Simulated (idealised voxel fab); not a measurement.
The following process module bears the name voxel released beams.
Cross-section cut spans 215 nm and uses square cells 5 nm in size.
Cross-section spec: square-cell grid; bands listed top down; each band is one or more rows. A band entry consists of two parts. The first gives the height of the band's top and the height of its bottom, in nm. The rest lists the band's materials from left to right, each with its width in nm. A single material labelled with the word "edge to edge" fills the band from edge to edge, and the word "air" marks empty space. The level at which height equals 0 is the one under which the wafer, as it arrives, is entirely one material. No lower edge exists for the bottom band, which continues downward and is notated as in "top 0, no bottom". Top row gets the first number, bottom row gets the second, and each row in between changes by the same step: that is how a band width like "30->40" works. "nothing different" -> step changed no cross-section cell. Empty spaces without an open route to the top, at least 8 cells in extent, make up the entry "Entrapped void list"; each is given as width x height at distance, where the distance is measured from the left edge, and all are in nm. Where a step's line continues beyond its settings, the continuation is a remark by the simulator itself on that step. A step line may carry the setting "overlay nm", which, for steps involving a mask, states the distance by which the mask lay to the right of its intended position; negative values denote displacement to the left.
## Listed below are the process steps as planned
1. RECEIVE,material Si
2. CONFORMAL_DEP,material SiN,thk nm 5
3. DIRECTIONAL_DEP,material SiO2,thk nm 15
4. DIRECTIONAL_DEP,material aC,thk nm 15
5. PATTERN,tone open,mask id ANCHOR,material resist,width nm 30,thk nm 35,overlay nm 0
6. DIRECTIONAL_ETCH,etch materials aC,depth nm 15
7. STRIP,etch materials resist
8. DIRECTIONAL_ETCH,etch materials SiO2,depth nm 15
9. STRIP,etch materials aC
10. CONFORMAL_DEP,material TiN,thk nm 10
11. DIRECTIONAL_DEP,material aC,thk nm 10
12. PATTERN,tone cover,mask id BEAM,material resist,width nm 105,thk nm 30,overlay nm 0
13. DIRECTIONAL_ETCH,etch materials aC,depth nm 10
14. STRIP,etch materials resist
15. DIRECTIONAL_ETCH,etch materials TiN,depth nm 10
16. STRIP,etch materials aC
17. STRIP,etch materials SiO2
## First of two wafers, with the run carried out as planned
## Cross-section, incoming material, after step 1
> top 0, no bottom = Si edge to edge
> Entrapped void list: none
## After step 2, in cross-section
> top 5, bottom 0 = SiN edge to edge
> Below 0, the layers are the same as they were.
## After step 3, in cross-section
> top 20, bottom 5 = SiO2 edge to edge
> Below 5, the layers are the same as they were.
## After step 4, in cross-section
> top 35, bottom 20 = aC edge to edge
> Below 20, the layers are the same as they were.
## After step 5, in cross-section
> top 70, bottom 35 = resist 55  air 30  resist 130
> Below 35, the layers are the same as they were.
## After step 6, in cross-section
> top 55, bottom 35 = resist 55  air 30  resist 130
> top 35, bottom 20 = aC 55  air 30  aC 130
> Below 20, the layers are the same as they were.
## After step 7, in cross-section
> top 35, bottom 20 = aC 55  air 30  aC 130
> Below 20, the layers are the same as they were.
## After step 8, in cross-section
> top 35, bottom 20 = aC 55  air 30  aC 130
> top 20, bottom 5 = SiO2 55  air 30  SiO2 130
> Below 5, the layers are the same as they were.
## After step 9, in cross-section
> top 20, bottom 5 = SiO2 55  air 30  SiO2 130
> Below 5, the layers are the same as they were.
## After step 10, in cross-section
> top 30, bottom 20 = TiN 65  air 10  TiN 140
> top 20, bottom 15 = SiO2 55  TiN 10  air 10  TiN 10  SiO2 130
> top 15, bottom 5 = SiO2 55  TiN 30  SiO2 130
> Below 5, the layers are the same as they were.
## After step 11, in cross-section
> top 40, bottom 30 = aC 65  air 10  aC 140
> top 30, bottom 25 = TiN 65  air 10  TiN 140
> top 25, bottom 20 = TiN 65  aC 10  TiN 140
> top 20, bottom 15 = SiO2 55  TiN 10  aC 10  TiN 10  SiO2 130
> Below 15, the layers are the same as they were.
## After step 12, in cross-section
> top 70, bottom 40 = air 50  resist 105  air 60
> top 40, bottom 30 = aC 65  resist 10  aC 140
> top 30, bottom 25 = TiN 65  resist 10  TiN 140
> Below 25, the layers are the same as they were.
## After step 13, in cross-section
> top 60, bottom 40 = air 50  resist 105  air 60
> top 40, bottom 30 = air 50  aC 15  resist 10  aC 80  air 60
> Below 30, the layers are the same as they were.
## After step 14, in cross-section
> top 40, bottom 30 = air 50  aC 15  air 10  aC 80  air 60
> top 30, bottom 25 = TiN 65  air 10  TiN 140
> Below 25, the layers are the same as they were.
## After step 15, in cross-section
> top 40, bottom 30 = air 50  aC 15  air 10  aC 80  air 60
> top 30, bottom 25 = air 50  TiN 15  air 10  TiN 80  air 60
> top 25, bottom 20 = air 50  TiN 15  aC 10  TiN 80  air 60
> Below 20, the layers are the same as they were.
## After step 16, in cross-section
> top 30, bottom 20 = air 50  TiN 15  air 10  TiN 80  air 60
> top 20, bottom 15 = SiO2 55  TiN 10  air 10  TiN 10  SiO2 130
> Below 15, the layers are the same as they were.
## After step 17, in cross-section
> top 30, bottom 20 = air 50  TiN 15  air 10  TiN 80  air 60
> top 20, bottom 15 = air 55  TiN 10  air 10  TiN 10  air 130
> top 15, bottom 5 = air 55  TiN 30  air 130
> Below 5, the layers are the same as they were.
## Here the second wafer is described. Its start and its plan were those of the first wafer. Its run contained one mistake. Up to and including step 2, it did exactly what the first wafer did
## Second wafer at the planned finish of step 3, seen in cross-section
> top 20, bottom 0 = SiN edge to edge
> Below 0, the layers are the same as they were.
## Second wafer at the planned finish of step 4, seen in cross-section
> top 35, bottom 20 = aC edge to edge
> Below 20, the layers are the same as they were.
## Second wafer at the planned finish of step 5, seen in cross-section
> top 70, bottom 35 = resist 55  air 30  resist 130
> Below 35, the layers are the same as they were.
## Second wafer at the planned finish of step 6, seen in cross-section
> top 55, bottom 35 = resist 55  air 30  resist 130
> top 35, bottom 20 = aC 55  air 30  aC 130
> Below 20, the layers are the same as they were.
## Second wafer at the planned finish of step 7, seen in cross-section
> top 35, bottom 20 = aC 55  air 30  aC 130
> Below 20, the layers are the same as they were.
Second wafer at the planned finish of step 8, seen in cross-section: nothing different
## Second wafer at the planned finish of step 9, seen in cross-section
> top 20, bottom 0 = SiN edge to edge
> Below 0, the layers are the same as they were.
## Second wafer at the planned finish of step 10, seen in cross-section
> top 30, bottom 20 = TiN edge to edge
> Below 20, the layers are the same as they were.
## Second wafer at the planned finish of step 11, seen in cross-section
> top 40, bottom 30 = aC edge to edge
> Below 30, the layers are the same as they were.
## Second wafer at the planned finish of step 12, seen in cross-section
> top 70, bottom 40 = air 50  resist 105  air 60
> Below 40, the layers are the same as they were.
## Second wafer at the planned finish of step 13, seen in cross-section
> top 60, bottom 40 = air 50  resist 105  air 60
> top 40, bottom 30 = air 50  aC 105  air 60
> Below 30, the layers are the same as they were.
## Second wafer at the planned finish of step 14, seen in cross-section
> top 40, bottom 30 = air 50  aC 105  air 60
> Below 30, the layers are the same as they were.
## Second wafer at the planned finish of step 15, seen in cross-section
> top 40, bottom 30 = air 50  aC 105  air 60
> top 30, bottom 20 = air 50  TiN 105  air 60
> Below 20, the layers are the same as they were.
## Second wafer at the planned finish of step 16, seen in cross-section
> top 30, bottom 20 = air 50  TiN 105  air 60
> Below 20, the layers are the same as they were.
Second wafer at the planned finish of step 17, seen in cross-section: nothing different
What went wrong in running the wafer? the process deviated at step 3: the operation and settings actually run there were DIRECTIONAL_DEP,material SiN,thk nm 15
Count the cells at the end and the second wafer has more or fewer of some materials than the first: SiN +129; TiN -12
